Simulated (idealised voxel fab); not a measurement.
The process module that follows is named voxel self aligned vias.
It is cross-section cut that appears here, measuring 290 nm in width, its square cells being 5 nm in size.
In what follows, cross-sections appear as grids of square cells, described through bands that run from the top down, where every band is one or more rows of cells. For a band, the entry starts with two heights in nm, that of the top and then that of the bottom, and carries on with the band's materials in order from left to right, each alongside its width in nm; the word "all across" beside a single material means it fills the band edge to edge, and "air" means empty space. A quick word on heights: they are counted from 0, and under that level the wafer as it came to us is one material throughout. The lowest band is different from the rest in having no bottom; it simply continues downward, written as in "0 -> down". Read "30 to 40" as a graded width: first number on top, second number at the bottom, same change between each pair of neighbouring rows. Where a step carries "remains unaltered", the cross-section came out of it unchanged, cell for cell. Empty spaces counting at least 8 cells and having no open way to the top are listed in "Tabulated closed voids". The notation width x height at distance is used for each, the distance being from the left edge and all three values in nm. Post-settings text on a step line: simulator's own remark regarding the step. overlay nm: for a step with a mask, the amount by which the mask lay right of where it was planned; a negative amount means left of it.

Process steps foreseen in the plan:
- 1: RECEIVE,material Si
- 2: CONFORMAL_DEP,material SiO2,thk nm 10
- 3: CONFORMAL_DEP,material SiCN,thk nm 5
- 4: DIRECTIONAL_DEP,material lowk,thk nm 25
- 5: MASKED_ETCH,tone open,mask id LINES,width nm 25,pitch nm 65,etch materials lowk,depth nm 25,overlay nm 0
- 6: CONFORMAL_DEP,material TiN,thk nm 5
- 7: FILL_DEP,material Ru,thk nm 5
- 8: CMP,height nm 40
- 9: SELECTIVE_ETCH,etch materials W Ru TiN,depth nm 10
- 10: FILL_DEP,material SiN,thk nm 10
- 11: CMP,height nm 40
- 12: DIRECTIONAL_DEP,material lowk,thk nm 20
- 13: MASKED_ETCH,tone open,mask id VIAS,width nm 45,etch materials lowk,depth nm 20,overlay nm 0
- 14: MASKED_ETCH,tone open,mask id VIAS,width nm 45,etch materials SiN,depth nm 10,overlay nm 0
- 15: CONFORMAL_DEP,material TiN,thk nm 5
- 16: FILL_DEP,material Ru,thk nm 10
- 17: CMP,height nm 60
- 18: CONFORMAL_DEP,material SiCN,thk nm 5

First of two wafers, processed according to plan:

As received (post step 1): cross-section:
* 0 -> down = Si all across
* Tabulated closed voids: none

Cross-section of the wafer subsequent to step 2:
* 10 -> 0 = SiO2 all across
* Lower than 0, everything is as it was.

Cross-section of the wafer subsequent to step 3:
* 15 -> 10 = SiCN all across
* Lower than 10, everything is as it was.

Cross-section of the wafer subsequent to step 4:
* 40 -> 15 = lowk all across
* Lower than 15, everything is as it was.

Cross-section of the wafer subsequent to step 5:
* 40 -> 15 = lowk: 100 / air: 25 / lowk: 40 / air: 25 / lowk: 100
* Lower than 15, everything is as it was.

Cross-section of the wafer subsequent to step 6:
* 45 -> 40 = TiN: 105 / air: 15 / TiN: 50 / air: 15 / TiN: 105
* 40 -> 20 = lowk: 100 / TiN: 5 / air: 15 / TiN: 5 / lowk: 40 / TiN: 5 / air: 15 / TiN: 5 / lowk: 100
* 20 -> 15 = lowk: 100 / TiN: 25 / lowk: 40 / TiN: 25 / lowk: 100
* Lower than 15, everything is as it was.

Cross-section of the wafer subsequent to step 7:
* 50 -> 45 = Ru all across
* 45 -> 40 = TiN: 105 / Ru: 15 / TiN: 50 / Ru: 15 / TiN: 105
* 40 -> 20 = lowk: 100 / TiN: 5 / Ru: 15 / TiN: 5 / lowk: 40 / TiN: 5 / Ru: 15 / TiN: 5 / lowk: 100
* Lower than 20, everything is as it was.

Cross-section of the wafer subsequent to step 8:
* 40 -> 20 = lowk: 100 / TiN: 5 / Ru: 15 / TiN: 5 / lowk: 40 / TiN: 5 / Ru: 15 / TiN: 5 / lowk: 100
* Lower than 20, everything is as it was.

Cross-section of the wafer subsequent to step 9:
* 40 -> 30 = lowk: 100 / air: 25 / lowk: 40 / air: 25 / lowk: 100
* Lower than 30, everything is as it was.

Cross-section of the wafer subsequent to step 10:
* 50 -> 40 = SiN all across
* 40 -> 30 = lowk: 100 / SiN: 25 / lowk: 40 / SiN: 25 / lowk: 100
* Lower than 30, everything is as it was.

Cross-section of the wafer subsequent to step 11:
* 40 -> 30 = lowk: 100 / SiN: 25 / lowk: 40 / SiN: 25 / lowk: 100
* Lower than 30, everything is as it was.

Cross-section of the wafer subsequent to step 12:
* 60 -> 40 = lowk all across
* Lower than 40, everything is as it was.

Cross-section of the wafer subsequent to step 13:
* 60 -> 40 = lowk: 90 / air: 45 / lowk: 155
* Lower than 40, everything is as it was.

Cross-section of the wafer subsequent to step 14:
* 60 -> 40 = lowk: 90 / air: 45 / lowk: 155
* 40 -> 30 = lowk: 100 / air: 25 / lowk: 40 / SiN: 25 / lowk: 100
* Lower than 30, everything is as it was.

Cross-section of the wafer subsequent to step 15:
* 65 -> 60 = TiN: 95 / air: 35 / TiN: 160
* 60 -> 45 = lowk: 90 / TiN: 5 / air: 35 / TiN: 5 / lowk: 155
* 45 -> 40 = lowk: 90 / TiN: 15 / air: 15 / TiN: 15 / lowk: 155
* 40 -> 35 = lowk: 100 / TiN: 5 / air: 15 / TiN: 5 / lowk: 40 / SiN: 25 / lowk: 100
* 35 -> 30 = lowk: 100 / TiN: 25 / lowk: 40 / SiN: 25 / lowk: 100
* Lower than 30, everything is as it was.

Cross-section of the wafer subsequent to step 16:
* 75 -> 65 = Ru all across
* 65 -> 60 = TiN: 95 / Ru: 35 / TiN: 160
* 60 -> 45 = lowk: 90 / TiN: 5 / Ru: 35 / TiN: 5 / lowk: 155
* 45 -> 40 = lowk: 90 / TiN: 15 / Ru: 15 / TiN: 15 / lowk: 155
* 40 -> 35 = lowk: 100 / TiN: 5 / Ru: 15 / TiN: 5 / lowk: 40 / SiN: 25 / lowk: 100
* Lower than 35, everything is as it was.

Cross-section of the wafer subsequent to step 17:
* 60 -> 45 = lowk: 90 / TiN: 5 / Ru: 35 / TiN: 5 / lowk: 155
* Lower than 45, everything is as it was.

Cross-section of the wafer subsequent to step 18:
* 65 -> 60 = SiCN all across
* Lower than 60, everything is as it was.

The second wafer: identical to the first at the outset and in its planned sequence, differing only in that one mistake was made during processing; up to and including step 4, its path is the first wafer's path:

Second wafer shown in cross-section at the time step 5 was slated to end:
* 40 -> 15 = air: 100 / lowk: 25 / air: 40 / lowk: 25 / air: 100
* Lower than 15, everything is as it was.

Second wafer shown in cross-section at the time step 6 was slated to end:
* 45 -> 40 = air: 95 / TiN: 35 / air: 30 / TiN: 35 / air: 95
* 40 -> 20 = air: 95 / TiN: 5 / lowk: 25 / TiN: 5 / air: 30 / TiN: 5 / lowk: 25 / TiN: 5 / air: 95
* 20 -> 15 = TiN: 100 / lowk: 25 / TiN: 40 / lowk: 25 / TiN: 100
* Lower than 15, everything is as it was.

Second wafer shown in cross-section at the time step 7 was slated to end:
* 50 -> 45 = Ru all across
* 45 -> 40 = Ru: 95 / TiN: 35 / Ru: 30 / TiN: 35 / Ru: 95
* 40 -> 20 = Ru: 95 / TiN: 5 / lowk: 25 / TiN: 5 / Ru: 30 / TiN: 5 / lowk: 25 / TiN: 5 / Ru: 95
* Lower than 20, everything is as it was.

Second wafer shown in cross-section at the time step 8 was slated to end:
* 40 -> 20 = Ru: 95 / TiN: 5 / lowk: 25 / TiN: 5 / Ru: 30 / TiN: 5 / lowk: 25 / TiN: 5 / Ru: 95
* Lower than 20, everything is as it was.

Second wafer shown in cross-section at the time step 9 was slated to end:
* 40 -> 30 = air: 100 / lowk: 25 / air: 40 / lowk: 25 / air: 100
* Lower than 30, everything is as it was.

Second wafer shown in cross-section at the time step 10 was slated to end:
* 50 -> 40 = SiN all across
* 40 -> 30 = SiN: 100 / lowk: 25 / SiN: 40 / lowk: 25 / SiN: 100
* Lower than 30, everything is as it was.

Second wafer shown in cross-section at the time step 11 was slated to end:
* 40 -> 30 = SiN: 100 / lowk: 25 / SiN: 40 / lowk: 25 / SiN: 100
* Lower than 30, everything is as it was.

Second wafer shown in cross-section at the time step 12 was slated to end:
* 60 -> 40 = lowk all across
* Lower than 40, everything is as it was.

Second wafer shown in cross-section at the time step 13 was slated to end:
* 60 -> 40 = lowk: 90 / air: 45 / lowk: 155
* Lower than 40, everything is as it was.

Second wafer shown in cross-section at the time step 14 was slated to end:
* 60 -> 40 = lowk: 90 / air: 45 / lowk: 155
* 40 -> 30 = SiN: 90 / air: 10 / lowk: 25 / air: 10 / SiN: 30 / lowk: 25 / SiN: 100
* Lower than 30, everything is as it was.

Second wafer shown in cross-section at the time step 15 was slated to end:
* 65 -> 60 = TiN: 95 / air: 35 / TiN: 160
* 60 -> 45 = lowk: 90 / TiN: 5 / air: 35 / TiN: 5 / lowk: 155
* 45 -> 40 = lowk: 90 / TiN: 45 / lowk: 155
* 40 -> 30 = SiN: 90 / TiN: 10 / lowk: 25 / TiN: 10 / SiN: 30 / lowk: 25 / SiN: 100
* Lower than 30, everything is as it was.

Second wafer shown in cross-section at the time step 16 was slated to end:
* 75 -> 65 = Ru all across
* 65 -> 60 = TiN: 95 / Ru: 35 / TiN: 160
* 60 -> 45 = lowk: 90 / TiN: 5 / Ru: 35 / TiN: 5 / lowk: 155
* Lower than 45, everything is as it was.

Second wafer shown in cross-section at the time step 17 was slated to end:
* 60 -> 45 = lowk: 90 / TiN: 5 / Ru: 35 / TiN: 5 / lowk: 155
* Lower than 45, everything is as it was.

Second wafer shown in cross-section at the time step 18 was slated to end:
* 65 -> 60 = SiCN all across
* Lower than 60, everything is as it was.
Plan not followed: step 5 ran as: MASKED_ETCH,tone cover,mask id LINES,width nm 25,pitch nm 65,etch materials lowk,depth nm 25,overlay nm 0
at the end the second wafer has, in cells: 70 more of Ru; 78 more of SiN; 42 more of TiN; 190 fewer of lowk
